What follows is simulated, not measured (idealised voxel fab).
Herein follows the process module entitled voxel capacitor over wiring.
FYI the section here is cut, 155 nm wide, cells are 5 nm squares.
How to read a cross-section here: the picture is a grid of square cells, written as bands going from the top down, and any band can span one or more rows of cells.
What a band's entry tells you: where the top is and where the bottom is, as heights in nm, and after that what lies inside, material by material from left to right, each with its width in nm. Empty space is written as the word "empty", and a single material marked with the word "edge to edge" occupies the band from edge to edge.
Heights are measured from 0, the level below which the as-received wafer is all one material; the lowest band has no bottom and continues downward, written as in "0 down".
Quick explanation for "30..40": the width changes in equal steps down the rows of cells, from the first number in the band's top row to the second number in its bottom row.
When a step is marked "nothing different", none of the cells in the cross-section changed during that step.
Closed-off voids of 8+ cells (no open route to the top) go in "Sealed-off cavities", written width x height at distance from the left edge, in nm.
On each step's line, the part that comes after the settings is the simulator's own comment on the step.
The line of a step may include "overlay nm". On a step with a mask, this value is how far to the right of its planned place the mask lay. A negative value means the mask lay to the left.
Pairs follow: section before one process step, section after it down to the lowest changed band, step with settings underneath. Pairs may come from different runs of this module on the same starting wafer; continuity with the pair above only as stated in the "Pre-process" entry.

**Pre-process**
- 85 to 80  35 SiO2, then 5 empty, then 60 TiN, then 55 SiO2
- 80 to 75  35 SiO2, then 5 empty, then 60 Al2O3, then 55 SiO2
- 75 to 70  20 SiO2, then 85 TiN, then 50 SiO2
- 70 to 65  25 lowk, then 15 TiN, then 115 lowk
- 65 to 60  25 lowk, then 15 Al2O3, then 115 lowk
- 60 to 55  25 lowk, then 15 TiN, then 115 lowk
- 55 to 40  lowk edge to edge
- 40 to 35  SiCN edge to edge
- 35 to 15  10 lowk, then 5 SiN, then 25 Ru, then 5 SiN, then 60 lowk, then 5 SiN, then 25 Ru, then 5 SiN, then 15 lowk
- 15 to 10  15 SiN, then 25 TiN, then 70 SiN, then 25 TiN, then 20 SiN
- 10 to 0  SiO2 edge to edge
- 0 down  Si edge to edge
- Sealed-off cavities: none

**Sectional Result**
- 90 to 85  TiN edge to edge
- 85 to 80  35 SiO2, then 65 TiN, then 55 SiO2
- 80 to 75  35 SiO2, then 5 TiN, then 60 Al2O3, then 55 SiO2
- Unchanged below 75.
- Sealed-off cavities: none
To go from the before cross-section above to the after cross-section, apply CONFORMAL_DEP,material TiN,thk nm 5

Pre-process: unchanged from the after cross-section in the pair immediately above; refer to that figure.

**Sectional Result**
- 100 to 90  Ru edge to edge
- Unchanged below 90.
- Sealed-off cavities: none
To go from the before cross-section above to the after cross-section, apply FILL_DEP,material Ru,thk nm 10

Pre-process: unchanged from the after cross-section in the pair immediately above; refer to that figure.

**Sectional Result**
- 85 to 80  35 SiO2, then 65 TiN, then 55 SiO2
- Unchanged below 80.
- Sealed-off cavities: none
To go from the before cross-section above to the after cross-section, apply CMP,height nm 85

Pre-process: unchanged from the after cross-section in the pair immediately above; refer to that figure.

**Sectional Result**
- 90 to 85  SiCN edge to edge
- Unchanged below 85.
- Sealed-off cavities: none
To go from the before cross-section above to the after cross-section, apply CONFORMAL_DEP,material SiCN,thk nm 5

**Pre-process**
- 35 to 15  10 lowk, then 5 SiN, then 25 Ru, then 5 SiN, then 60 lowk, then 5 SiN, then 25 Ru, then 5 SiN, then 15 lowk
- 15 to 10  15 SiN, then 25 TiN, then 70 SiN, then 25 TiN, then 20 SiN
- 10 to 0  SiO2 edge to edge
- 0 down  Si edge to edge
- Sealed-off cavities: none

**Sectional Result**
- 50 to 35  lowk edge to edge
- Unchanged below 35.
- Sealed-off cavities: none
To go from the before cross-section above to the after cross-section, apply DIRECTIONAL_DEP,material lowk,thk nm 15

Pre-process: unchanged from the after cross-section in the pair immediately above; refer to that figure.

**Sectional Result**
- 55 to 50  SiCN edge to edge
- Unchanged below 50.
- Sealed-off cavities: none
To go from the before cross-section above to the after cross-section, apply CONFORMAL_DEP,material SiCN,thk nm 5

Pre-process: unchanged from the after cross-section in the pair immediately above; refer to that figure.

**Sectional Result**
- 70 to 55  25 resist, then 15 empty, then 115 resist
- Unchanged below 55.
- Sealed-off cavities: none
To go from the before cross-section above to the after cross-section, apply PATTERN,tone open,mask id PLUG_1,material resist,width nm 15,thk nm 15,overlay nm 0

Pre-process: unchanged from the after cross-section in the pair immediately above; refer to that figure.

**Sectional Result**
- 70 to 55  25 resist, then 15 empty, then 115 resist
- 55 to 50  25 SiCN, then 15 empty, then 115 SiCN
- Unchanged below 50.
- Sealed-off cavities: none
To go from the before cross-section above to the after cross-section, apply DIRECTIONAL_ETCH,etch materials SiCN,depth nm 5

Pre-process: unchanged from the after cross-section in the pair immediately above; refer to that figure.

**Sectional Result**
- 55 to 50  25 SiCN, then 15 empty, then 115 SiCN
- Unchanged below 50.
- Sealed-off cavities: none
To go from the before cross-section above to the after cross-section, apply STRIP,etch materials resist

Pre-process: unchanged from the after cross-section in the pair immediately above; refer to that figure.

**Sectional Result**
- 60 to 55  25 TiN, then 15 empty, then 115 TiN
- 55 to 50  25 SiCN, then 15 TiN, then 115 SiCN
- Unchanged below 50.
- Sealed-off cavities: none
To go from the before cross-section above to the after cross-section, apply DIRECTIONAL_DEP,material TiN,thk nm 5

Pre-process: unchanged from the after cross-section in the pair immediately above; refer to that figure.

**Sectional Result**
- 65 to 60  25 Al2O3, then 15 empty, then 115 Al2O3
- 60 to 55  25 TiN, then 15 Al2O3, then 115 TiN
- Unchanged below 55.
- Sealed-off cavities: none
To go from the before cross-section above to the after cross-section, apply DIRECTIONAL_DEP,material Al2O3,thk nm 5

Pre-process: unchanged from the after cross-section in the pair immediately above; refer to that figure.

**Sectional Result**
- 75 to 70  25 TiN, then 15 empty, then 115 TiN
- 70 to 65  TiN edge to edge
- 65 to 60  25 Al2O3, then 15 TiN, then 115 Al2O3
- Unchanged below 60.
- Sealed-off cavities: none
To go from the before cross-section above to the after cross-section, apply DIRECTIONAL_DEP,material TiN,thk nm 10

Pre-process: unchanged from the after cross-section in the pair immediately above; refer to that figure.

**Sectional Result**
- 95 to 75  25 empty, then 75 resist, then 55 empty
- 75 to 70  25 TiN, then 15 resist, then 115 TiN
- Unchanged below 70.
- Sealed-off cavities: none
To go from the before cross-section above to the after cross-section, apply PATTERN,tone cover,mask id UPPER_PLATE,material resist,width nm 75,thk nm 20,overlay nm 0

Pre-process: unchanged from the after cross-section in the pair immediately above; refer to that figure.

**Sectional Result**
- 95 to 75  25 empty, then 75 resist, then 55 empty
- 75 to 70  25 empty, then 15 resist, then 60 TiN, then 55 empty
- 70 to 65  25 empty, then 75 TiN, then 55 empty
- Unchanged below 65.
- Sealed-off cavities: none
To go from the before cross-section above to the after cross-section, apply DIRECTIONAL_ETCH,etch materials TiN,depth nm 10

Pre-process: unchanged from the after cross-section in the pair immediately above; refer to that figure.

**Sectional Result**
- 95 to 75  25 empty, then 75 resist, then 55 empty
- 75 to 70  25 empty, then 15 resist, then 60 TiN, then 55 empty
- 70 to 65  25 empty, then 75 TiN, then 55 empty
- 65 to 60  25 empty, then 15 TiN, then 60 Al2O3, then 55 empty
- Unchanged below 60.
- Sealed-off cavities: none
To go from the before cross-section above to the after cross-section, apply DIRECTIONAL_ETCH,etch materials Al2O3,depth nm 5

Pre-process: unchanged from the after cross-section in the pair immediately above; refer to that figure.

**Sectional Result**
- 75 to 65  40..25 empty, then 60..75 TiN, then 55 empty
- Unchanged below 65.
- Sealed-off cavities: none
To go from the before cross-section above to the after cross-section, apply STRIP,etch materials resist

Pre-process: unchanged from the after cross-section in the pair immediately above; refer to that figure.

**Sectional Result**
- 95 to 75  20 empty, then 85 resist, then 50 empty
- 75 to 65  20 empty, then 20..5 resist, then 60..75 TiN, then 5 resist, then 50 empty
- 65 to 60  20 empty, then 5 resist, then 15 TiN, then 60 Al2O3, then 5 resist, then 50 empty
- Unchanged below 60.
- Sealed-off cavities: none
To go from the before cross-section above to the after cross-section, apply PATTERN,tone cover,mask id LOWER_PLATE,material resist,width nm 85,thk nm 20,overlay nm 0

Pre-process: unchanged from the after cross-section in the pair immediately above; refer to that figure.

**Sectional Result**
- 95 to 75  20 empty, then 85 resist, then 50 empty
- 75 to 65  20 empty, then 20..5 resist, then 60..75 TiN, then 5 resist, then 50 empty
- 65 to 60  20 empty, then 5 resist, then 15 TiN, then 60 Al2O3, then 5 resist, then 50 empty
- 60 to 55  20 empty, then 5 TiN, then 15 Al2O3, then 65 TiN, then 50 empty
- Unchanged below 55.
- Sealed-off cavities: none
To go from the before cross-section above to the after cross-section, apply DIRECTIONAL_ETCH,etch materials TiN,depth nm 5

Pre-process: unchanged from the after cross-section in the pair immediately above; refer to that figure.

**Sectional Result**
- 75 to 65  40..25 empty, then 60..75 TiN, then 55 empty
- 65 to 60  25 empty, then 15 TiN, then 60 Al2O3, then 55 empty
- Unchanged below 60.
- Sealed-off cavities: none
To go from the before cross-section above to the after cross-section, apply STRIP,etch materials resist

Pre-process: unchanged from the after cross-section in the pair immediately above; refer to that figure.

**Sectional Result**
- 90 to 75  SiO2 edge to edge
- 75 to 65  40..25 SiO2, then 60..75 TiN, then 55 SiO2
- 65 to 60  25 SiO2, then 15 TiN, then 60 Al2O3, then 55 SiO2
- 60 to 55  20 SiO2, then 5 TiN, then 15 Al2O3, then 65 TiN, then 50 SiO2
- Unchanged below 55.
- Sealed-off cavities: none
To go from the before cross-section above to the after cross-section, apply FILL_DEP,material SiO2,thk nm 15

Pre-process: unchanged from the after cross-section in the pair immediately above; refer to that figure.

**Sectional Result**
- 85 to 75  SiO2 edge to edge
- Unchanged below 75.
- Sealed-off cavities: none
To go from the before cross-section above to the after cross-section, apply CMP,height nm 85

Pre-process: unchanged from the after cross-section in the pair immediately above; refer to that figure.

**Sectional Result**
- 95 to 85  aC edge to edge
- Unchanged below 85.
- Sealed-off cavities: none
To go from the before cross-section above to the after cross-section, apply DIRECTIONAL_DEP,material aC,thk nm 10

Pre-process: unchanged from the after cross-section in the pair immediately above; refer to that figure.

**Sectional Result**
- 120 to 95  35 resist, then 15 empty, then 105 resist
- Unchanged below 95.
- Sealed-off cavities: none
To go from the before cross-section above to the after cross-section, apply PATTERN,tone open,mask id PLUG_2,material resist,width nm 15,thk nm 25,overlay nm 0

Pre-process: unchanged from the after cross-section in the pair immediately above; refer to that figure.

**Sectional Result**
- 110 to 95  35 resist, then 15 empty, then 105 resist
- 95 to 85  35 aC, then 15 empty, then 105 aC
- Unchanged below 85.
- Sealed-off cavities: none
To go from the before cross-section above to the after cross-section, apply DIRECTIONAL_ETCH,etch materials aC,depth nm 10

Pre-process: unchanged from the after cross-section in the pair immediately above; refer to that figure.

**Sectional Result**
- 95 to 85  35 aC, then 15 empty, then 105 aC
- Unchanged below 85.
- Sealed-off cavities: none
To go from the before cross-section above to the after cross-section, apply STRIP,etch materials resist

Pre-process: unchanged from the after cross-section in the pair immediately above; refer to that figure.

**Sectional Result**
- 95 to 85  35 aC, then 15 empty, then 105 aC
- 85 to 75  35 SiO2, then 15 empty, then 105 SiO2
- Unchanged below 75.
- Sealed-off cavities: none
To go from the before cross-section above to the after cross-section, apply DIRECTIONAL_ETCH,etch materials SiO2,depth nm 10

Pre-process: unchanged from the after cross-section in the pair immediately above; refer to that figure.

**Sectional Result**
- 85 to 75  35 SiO2, then 15 empty, then 105 SiO2
- Unchanged below 75.
- Sealed-off cavities: none
To go from the before cross-section above to the after cross-section, apply STRIP,etch materials aC

Pre-process: unchanged from the after cross-section in the pair immediately above; refer to that figure.

**Sectional Result**
- 90 to 85  40 TiN, then 5 empty, then 110 TiN
- 85 to 80  35 SiO2, then 5 TiN, then 5 empty, then 5 TiN, then 105 SiO2
- 80 to 70  35..40 SiO2, then 15..60 TiN, then 105..55 SiO2
- Unchanged below 70.
- Sealed-off cavities: none
To go from the before cross-section above to the after cross-section, apply CONFORMAL_DEP,material TiN,thk nm 5

Pre-process: unchanged from the after cross-section in the pair immediately above; refer to that figure.

**Sectional Result**
- 100 to 90  Ru edge to edge
- 90 to 85  40 TiN, then 5 Ru, then 110 TiN
- 85 to 80  35 SiO2, then 5 TiN, then 5 Ru, then 5 TiN, then 105 SiO2
- Unchanged below 80.
- Sealed-off cavities: none
To go from the before cross-section above to the after cross-section, apply FILL_DEP,material Ru,thk nm 10

Pre-process: unchanged from the after cross-section in the pair immediately above; refer to that figure.

**Sectional Result**
- 85 to 80  35 SiO2, then 5 TiN, then 5 Ru, then 5 TiN, then 105 SiO2
- Unchanged below 80.
- Sealed-off cavities: none
To go from the before cross-section above to the after cross-section, apply CMP,height nm 85

Pre-process: unchanged from the after cross-section in the pair immediately above; refer to that figure.

**Sectional Result**
- 90 to 85  SiCN edge to edge
- Unchanged below 85.
- Sealed-off cavities: none
To go from the before cross-section above to the after cross-section, apply CONFORMAL_DEP,material SiCN,thk nm 5

**Pre-process**
- 45 to 40  lowk edge to edge
- 40 to 35  10 lowk, then 35 SiN, then 60 lowk, then 35 SiN, then 15 lowk
- 35 to 15  10 lowk, then 5 SiN, then 25 Ru, then 5 SiN, then 60 lowk, then 5 SiN, then 25 Ru, then 5 SiN, then 15 lowk
- 15 to 10  15 SiN, then 25 TiN, then 70 SiN, then 25 TiN, then 20 SiN
- 10 to 0  SiO2 edge to edge
- 0 down  Si edge to edge
- Sealed-off cavities: none

**Sectional Result**
- 40 to 35  10 lowk, then 35 SiN, then 60 lowk, then 35 SiN, then 15 lowk
- Unchanged below 35.
- Sealed-off cavities: none
To go from the before cross-section above to the after cross-section, apply CMP,height nm 40

Pre-process: unchanged from the after cross-section in the pair immediately above; refer to that figure.

**Sectional Result**
- 45 to 40  SiCN edge to edge
- Unchanged below 40.
- Sealed-off cavities: none
To go from the before cross-section above to the after cross-section, apply CONFORMAL_DEP,material SiCN,thk nm 5

Pre-process: unchanged from the after cross-section in the pair immediately above; refer to that figure.

**Sectional Result**
- 60 to 45  lowk edge to edge
- Unchanged below 45.
- Sealed-off cavities: none
To go from the before cross-section above to the after cross-section, apply DIRECTIONAL_DEP,material lowk,thk nm 15

Pre-process: unchanged from the after cross-section in the pair immediately above; refer to that figure.

**Sectional Result**
- 75 to 60  25 resist, then 15 empty, then 115 resist
- Unchanged below 60.
- Sealed-off cavities: none
To go from the before cross-section above to the after cross-section, apply PATTERN,tone open,mask id PLUG_1,material resist,width nm 15,thk nm 15,overlay nm 0

Pre-process: unchanged from the after cross-section in the pair immediately above; refer to that figure.

**Sectional Result**
- 75 to 60  25 resist, then 15 empty, then 115 resist
- 60 to 45  25 lowk, then 15 empty, then 115 lowk
- Unchanged below 45.
- Sealed-off cavities: none
To go from the before cross-section above to the after cross-section, apply DIRECTIONAL_ETCH,etch materials lowk,depth nm 15

Pre-process: unchanged from the after cross-section in the pair immediately above; refer to that figure.

**Sectional Result**
- 75 to 60  25 resist, then 15 empty, then 115 resist
- 60 to 45  25 lowk, then 15 empty, then 115 lowk
- 45 to 40  25 SiCN, then 15 empty, then 115 SiCN
- Unchanged below 40.
- Sealed-off cavities: none
To go from the before cross-section above to the after cross-section, apply DIRECTIONAL_ETCH,etch materials SiCN,depth nm 5

Pre-process: unchanged from the after cross-section in the pair immediately above; refer to that figure.

**Sectional Result**
- 60 to 45  25 lowk, then 15 empty, then 115 lowk
- Unchanged below 45.
- Sealed-off cavities: none
To go from the before cross-section above to the after cross-section, apply STRIP,etch materials resist

Pre-process: unchanged from the after cross-section in the pair immediately above; refer to that figure.

**Sectional Result**
- 65 to 60  25 TiN, then 15 empty, then 115 TiN
- 60 to 45  25 lowk, then 15 empty, then 115 lowk
- 45 to 40  25 SiCN, then 15 TiN, then 115 SiCN
- Unchanged below 40.
- Sealed-off cavities: none
To go from the before cross-section above to the after cross-section, apply DIRECTIONAL_DEP,material TiN,thk nm 5

Pre-process: unchanged from the after cross-section in the pair immediately above; refer to that figure.

**Sectional Result**
- 70 to 65  25 Al2O3, then 15 empty, then 115 Al2O3
- 65 to 60  25 TiN, then 15 empty, then 115 TiN
- 60 to 50  25 lowk, then 15 empty, then 115 lowk
- 50 to 45  25 lowk, then 15 Al2O3, then 115 lowk
- Unchanged below 45.
- Sealed-off cavities: none
To go from the before cross-section above to the after cross-section, apply DIRECTIONAL_DEP,material Al2O3,thk nm 5

Pre-process: unchanged from the after cross-section in the pair immediately above; refer to that figure.

**Sectional Result**
- 80 to 70  25 TiN, then 15 empty, then 115 TiN
- 70 to 65  25 Al2O3, then 15 empty, then 115 Al2O3
- 65 to 60  25 TiN, then 15 empty, then 115 TiN
- 60 to 50  25 lowk, then 15 TiN, then 115 lowk
- Unchanged below 50.
- Sealed-off cavities: none
To go from the before cross-section above to the after cross-section, apply DIRECTIONAL_DEP,material TiN,thk nm 10

Pre-process: unchanged from the after cross-section in the pair immediately above; refer to that figure.

**Sectional Result**
- 100 to 80  25 empty, then 75 resist, then 55 empty
- 80 to 70  25 TiN, then 15 resist, then 115 TiN
- 70 to 65  25 Al2O3, then 15 resist, then 115 Al2O3
- 65 to 60  25 TiN, then 15 resist, then 115 TiN
- Unchanged below 60.
- Sealed-off cavities: none
To go from the before cross-section above to the after cross-section, apply PATTERN,tone cover,mask id UPPER_PLATE,material resist,width nm 75,thk nm 20,overlay nm 0

Pre-process: unchanged from the after cross-section in the pair immediately above; refer to that figure.

**Sectional Result**
- 100 to 80  25 empty, then 75 resist, then 55 empty
- 80 to 70  25 empty, then 15 resist, then 60 TiN, then 55 empty
- Unchanged below 70.
- Sealed-off cavities: none
To go from the before cross-section above to the after cross-section, apply DIRECTIONAL_ETCH,etch materials TiN,depth nm 10

Pre-process: unchanged from the after cross-section in the pair immediately above; refer to that figure.

**Sectional Result**
- 100 to 80  25 empty, then 75 resist, then 55 empty
- 80 to 70  25 empty, then 15 resist, then 60 TiN, then 55 empty
- 70 to 65  25 empty, then 15 resist, then 60 Al2O3, then 55 empty
- Unchanged below 65.
- Sealed-off cavities: none
To go from the before cross-section above to the after cross-section, apply DIRECTIONAL_ETCH,etch materials Al2O3,depth nm 5

Pre-process: unchanged from the after cross-section in the pair immediately above; refer to that figure.

**Sectional Result**
- 80 to 70  40 empty, then 60 TiN, then 55 empty
- 70 to 65  40 empty, then 60 Al2O3, then 55 empty
- 65 to 60  25 TiN, then 15 empty, then 115 TiN
- Unchanged below 60.
- Sealed-off cavities: none
To go from the before cross-section above to the after cross-section, apply STRIP,etch materials resist

Pre-process: unchanged from the after cross-section in the pair immediately above; refer to that figure.

**Sectional Result**
- 100 to 80  20 empty, then 85 resist, then 50 empty
- 80 to 70  20 empty, then 20 resist, then 60 TiN, then 5 resist, then 50 empty
- 70 to 65  20 empty, then 20 resist, then 60 Al2O3, then 5 resist, then 50 empty
- 65 to 60  25 TiN, then 15 resist, then 115 TiN
- Unchanged below 60.
- Sealed-off cavities: none
To go from the before cross-section above to the after cross-section, apply PATTERN,tone cover,mask id LOWER_PLATE,material resist,width nm 85,thk nm 20,overlay nm 0

Pre-process: unchanged from the after cross-section in the pair immediately above; refer to that figure.

**Sectional Result**
- 100 to 80  20 empty, then 85 resist, then 50 empty
- 80 to 70  20 empty, then 20 resist, then 60 TiN, then 5 resist, then 50 empty
- 70 to 65  20 empty, then 20 resist, then 60 Al2O3, then 5 resist, then 50 empty
- 65 to 60  20 empty, then 5 TiN, then 15 resist, then 65 TiN, then 50 empty
- Unchanged below 60.
- Sealed-off cavities: none
To go from the before cross-section above to the after cross-section, apply DIRECTIONAL_ETCH,etch materials TiN,depth nm 5

Pre-process: unchanged from the after cross-section in the pair immediately above; refer to that figure.

**Sectional Result**
- 80 to 70  40 empty, then 60 TiN, then 55 empty
- 70 to 65  40 empty, then 60 Al2O3, then 55 empty
- 65 to 60  20 empty, then 5 TiN, then 15 empty, then 65 TiN, then 50 empty
- Unchanged below 60.
- Sealed-off cavities: none
To go from the before cross-section above to the after cross-section, apply STRIP,etch materials resist

Pre-process: unchanged from the after cross-section in the pair immediately above; refer to that figure.

**Sectional Result**
- 95 to 80  SiO2 edge to edge
- 80 to 70  40 SiO2, then 60 TiN, then 55 SiO2
- 70 to 65  40 SiO2, then 60 Al2O3, then 55 SiO2
- 65 to 60  20 SiO2, then 5 TiN, then 15 SiO2, then 65 TiN, then 50 SiO2
- Unchanged below 60.
- Sealed-off cavities: none
To go from the before cross-section above to the after cross-section, apply FILL_DEP,material SiO2,thk nm 15

Pre-process: unchanged from the after cross-section in the pair immediately above; refer to that figure.

**Sectional Result**
- 85 to 80  SiO2 edge to edge
- Unchanged below 80.
- Sealed-off cavities: none
To go from the before cross-section above to the after cross-section, apply CMP,height nm 85

Pre-process: unchanged from the after cross-section in the pair immediately above; refer to that figure.

**Sectional Result**
- 95 to 85  aC edge to edge
- Unchanged below 85.
- Sealed-off cavities: none
To go from the before cross-section above to the after cross-section, apply DIRECTIONAL_DEP,material aC,thk nm 10

Pre-process: unchanged from the after cross-section in the pair immediately above; refer to that figure.

**Sectional Result**
- 120 to 95  35 resist, then 15 empty, then 105 resist
- Unchanged below 95.
- Sealed-off cavities: none
To go from the before cross-section above to the after cross-section, apply PATTERN,tone open,mask id PLUG_2,material resist,width nm 15,thk nm 25,overlay nm 0

Pre-process: unchanged from the after cross-section in the pair immediately above; refer to that figure.

**Sectional Result**
- 110 to 95  35 resist, then 15 empty, then 105 resist
- 95 to 85  35 aC, then 15 empty, then 105 aC
- Unchanged below 85.
- Sealed-off cavities: none
To go from the before cross-section above to the after cross-section, apply DIRECTIONAL_ETCH,etch materials aC,depth nm 10

Pre-process: unchanged from the after cross-section in the pair immediately above; refer to that figure.

**Sectional Result**
- 95 to 85  35 aC, then 15 empty, then 105 aC
- Unchanged below 85.
- Sealed-off cavities: none
To go from the before cross-section above to the after cross-section, apply STRIP,etch materials resist

Pre-process: unchanged from the after cross-section in the pair immediately above; refer to that figure.

**Sectional Result**
- 95 to 85  35 aC, then 15 empty, then 105 aC
- 85 to 80  35 SiO2, then 15 empty, then 105 SiO2
- 80 to 75  35 SiO2, then 5 empty, then 60 TiN, then 55 SiO2
- Unchanged below 75.
- Sealed-off cavities: none
To go from the before cross-section above to the after cross-section, apply DIRECTIONAL_ETCH,etch materials SiO2,depth nm 10

Pre-process: unchanged from the after cross-section in the pair immediately above; refer to that figure.

**Sectional Result**
- 85 to 80  35 SiO2, then 15 empty, then 105 SiO2
- Unchanged below 80.
- Sealed-off cavities: none
To go from the before cross-section above to the after cross-section, apply STRIP,etch materials aC

Pre-process: unchanged from the after cross-section in the pair immediately above; refer to that figure.

**Sectional Result**
- 90 to 85  40 TiN, then 5 empty, then 110 TiN
- 85 to 75  35 SiO2, then 15..65 TiN, then 105..55 SiO2
- Unchanged below 75.
- Sealed-off cavities: none
To go from the before cross-section above to the after cross-section, apply CONFORMAL_DEP,material TiN,thk nm 5

Pre-process: unchanged from the after cross-section in the pair immediately above; refer to that figure.

**Sectional Result**
- 100 to 90  Ru edge to edge
- 90 to 85  40 TiN, then 5 Ru, then 110 TiN
- Unchanged below 85.
- Sealed-off cavities: none
To go from the before cross-section above to the after cross-section, apply FILL_DEP,material Ru,thk nm 10

Pre-process: unchanged from the after cross-section in the pair immediately above; refer to that figure.

**Sectional Result**
- 85 to 75  35 SiO2, then 15..65 TiN, then 105..55 SiO2
- Unchanged below 75.
- Sealed-off cavities: none
To go from the before cross-section above to the after cross-section, apply CMP,height nm 85

Pre-process: unchanged from the after cross-section in the pair immediately above; refer to that figure.

**Sectional Result**
- 90 to 85  SiCN edge to edge
- Unchanged below 85.
- Sealed-off cavities: none
To go from the before cross-section above to the after cross-section, apply CONFORMAL_DEP,material SiCN,thk nm 5

**Pre-process**
- 75 to 65  25 empty, then 75 TiN, then 55 empty
- 65 to 60  25 empty, then 75 Al2O3, then 55 empty
- 60 to 55  TiN edge to edge
- 55 to 40  25 lowk, then 15 Ru, then 115 lowk
- 40 to 35  25 SiCN, then 15 Ru, then 115 SiCN
- 35 to 15  10 lowk, then 5 SiN, then 25 Ru, then 5 SiN, then 60 lowk, then 5 SiN, then 25 Ru, then 5 SiN, then 15 lowk
- 15 to 10  15 SiN, then 25 TiN, then 70 SiN, then 25 TiN, then 20 SiN
- 10 to 0  SiO2 edge to edge
- 0 down  Si edge to edge
- Sealed-off cavities: none

**Sectional Result**
- 95 to 75  25 empty, then 80 resist, then 50 empty
- 75 to 65  25 empty, then 75 TiN, then 5 resist, then 50 empty
- 65 to 60  25 empty, then 75 Al2O3, then 5 resist, then 50 empty
- Unchanged below 60.
- Sealed-off cavities: none
To go from the before cross-section above to the after cross-section, apply PATTERN,tone cover,mask id LOWER_PLATE,material resist,width nm 80,thk nm 20,overlay nm 0

Pre-process: unchanged from the after cross-section in the pair immediately above; refer to that figure.

**Sectional Result**
- 95 to 75  25 empty, then 80 resist, then 50 empty
- 75 to 65  25 empty, then 75 TiN, then 5 resist, then 50 empty
- 65 to 60  25 empty, then 75 Al2O3, then 5 resist, then 50 empty
- 60 to 55  25 empty, then 80 TiN, then 50 empty
- Unchanged below 55.
- Sealed-off cavities: none
To go from the before cross-section above to the after cross-section, apply DIRECTIONAL_ETCH,etch materials TiN,depth nm 5

Pre-process: unchanged from the after cross-section in the pair immediately above; refer to that figure.

**Sectional Result**
- 75 to 65  25 empty, then 75 TiN, then 55 empty
- 65 to 60  25 empty, then 75 Al2O3, then 55 empty
- Unchanged below 60.
- Sealed-off cavities: none
To go from the before cross-section above to the after cross-section, apply STRIP,etch materials resist

Pre-process: unchanged from the after cross-section in the pair immediately above; refer to that figure.

**Sectional Result**
- 90 to 75  SiO2 edge to edge
- 75 to 65  25 SiO2, then 75 TiN, then 55 SiO2
- 65 to 60  25 SiO2, then 75 Al2O3, then 55 SiO2
- 60 to 55  25 SiO2, then 80 TiN, then 50 SiO2
- Unchanged below 55.
- Sealed-off cavities: none
To go from the before cross-section above to the after cross-section, apply FILL_DEP,material SiO2,thk nm 15

Pre-process: unchanged from the after cross-section in the pair immediately above; refer to that figure.

**Sectional Result**
- 85 to 75  SiO2 edge to edge
- Unchanged below 75.
- Sealed-off cavities: none
To go from the before cross-section above to the after cross-section, apply CMP,height nm 85

Pre-process: unchanged from the after cross-section in the pair immediately above; refer to that figure.

**Sectional Result**
- 95 to 85  aC edge to edge
- Unchanged below 85.
- Sealed-off cavities: none
To go from the before cross-section above to the after cross-section, apply DIRECTIONAL_DEP,material aC,thk nm 10

Pre-process: unchanged from the after cross-section in the pair immediately above; refer to that figure.

**Sectional Result**
- 120 to 95  35 resist, then 15 empty, then 105 resist
- Unchanged below 95.
- Sealed-off cavities: none
To go from the before cross-section above to the after cross-section, apply PATTERN,tone open,mask id PLUG_2,material resist,width nm 15,thk nm 25,overlay nm 0

Pre-process: unchanged from the after cross-section in the pair immediately above; refer to that figure.

**Sectional Result**
- 110 to 95  35 resist, then 15 empty, then 105 resist
- 95 to 85  35 aC, then 15 empty, then 105 aC
- Unchanged below 85.
- Sealed-off cavities: none
To go from the before cross-section above to the after cross-section, apply DIRECTIONAL_ETCH,etch materials aC,depth nm 10

Pre-process: unchanged from the after cross-section in the pair immediately above; refer to that figure.

**Sectional Result**
- 95 to 85  35 aC, then 15 empty, then 105 aC
- Unchanged below 85.
- Sealed-off cavities: none
To go from the before cross-section above to the after cross-section, apply STRIP,etch materials resist

Pre-process: unchanged from the after cross-section in the pair immediately above; refer to that figure.

**Sectional Result**
- 95 to 85  35 aC, then 15 empty, then 105 aC
- 85 to 75  35 SiO2, then 15 empty, then 105 SiO2
- Unchanged below 75.
- Sealed-off cavities: none
To go from the before cross-section above to the after cross-section, apply DIRECTIONAL_ETCH,etch materials SiO2,depth nm 10

Pre-process: unchanged from the after cross-section in the pair immediately above; refer to that figure.

**Sectional Result**
- 85 to 75  35 SiO2, then 15 empty, then 105 SiO2
- Unchanged below 75.
- Sealed-off cavities: none
To go from the before cross-section above to the after cross-section, apply STRIP,etch materials aC

Pre-process: unchanged from the after cross-section in the pair immediately above; refer to that figure.

**Sectional Result**
- 90 to 85  40 TiN, then 5 empty, then 110 TiN
- 85 to 80  35 SiO2, then 5 TiN, then 5 empty, then 5 TiN, then 105 SiO2
- 80 to 75  35 SiO2, then 15 TiN, then 105 SiO2
- Unchanged below 75.
- Sealed-off cavities: none
To go from the before cross-section above to the after cross-section, apply CONFORMAL_DEP,material TiN,thk nm 5

Pre-process: unchanged from the after cross-section in the pair immediately above; refer to that figure.

**Sectional Result**
- 100 to 90  Ru edge to edge
- 90 to 85  40 TiN, then 5 Ru, then 110 TiN
- 85 to 80  35 SiO2, then 5 TiN, then 5 Ru, then 5 TiN, then 105 SiO2
- Unchanged below 80.
- Sealed-off cavities: none
To go from the before cross-section above to the after cross-section, apply FILL_DEP,material Ru,thk nm 10

Pre-process: unchanged from the after cross-section in the pair immediately above; refer to that figure.

**Sectional Result**
- 85 to 80  35 SiO2, then 5 TiN, then 5 Ru, then 5 TiN, then 105 SiO2
- Unchanged below 80.
- Sealed-off cavities: none
To go from the before cross-section above to the after cross-section, apply CMP,height nm 85

Pre-process: unchanged from the after cross-section in the pair immediately above; refer to that figure.

**Sectional Result**
- 90 to 85  SiCN edge to edge
- Unchanged below 85.
- Sealed-off cavities: none
To go from the before cross-section above to the after cross-section, apply CONFORMAL_DEP,material SiCN,thk nm 5

**Pre-process**
- 95 to 85  aC edge to edge
- 85 to 75  SiO2 edge to edge
- 75 to 65  25 SiO2, then 75 TiN, then 55 SiO2
- 65 to 60  25 SiO2, then 75 Al2O3, then 55 SiO2
- 60 to 55  20 SiO2, then 85 TiN, then 50 SiO2
- 55 to 40  25 lowk, then 15 Ru, then 115 lowk
- 40 to 35  25 SiCN, then 15 Ru, then 115 SiCN
- 35 to 15  10 lowk, then 5 SiN, then 25 Ru, then 5 SiN, then 60 lowk, then 5 SiN, then 25 Ru, then 5 SiN, then 15 lowk
- 15 to 10  15 SiN, then 25 TiN, then 70 SiN, then 25 TiN, then 20 SiN
- 10 to 0  SiO2 edge to edge
- 0 down  Si edge to edge
- Sealed-off cavities: none

**Sectional Result**
- 120 to 95  40 resist, then 15 empty, then 100 resist
- Unchanged below 95.
- Sealed-off cavities: none
To go from the before cross-section above to the after cross-section, apply PATTERN,tone open,mask id PLUG_2,material resist,width nm 15,thk nm 25,overlay nm 5
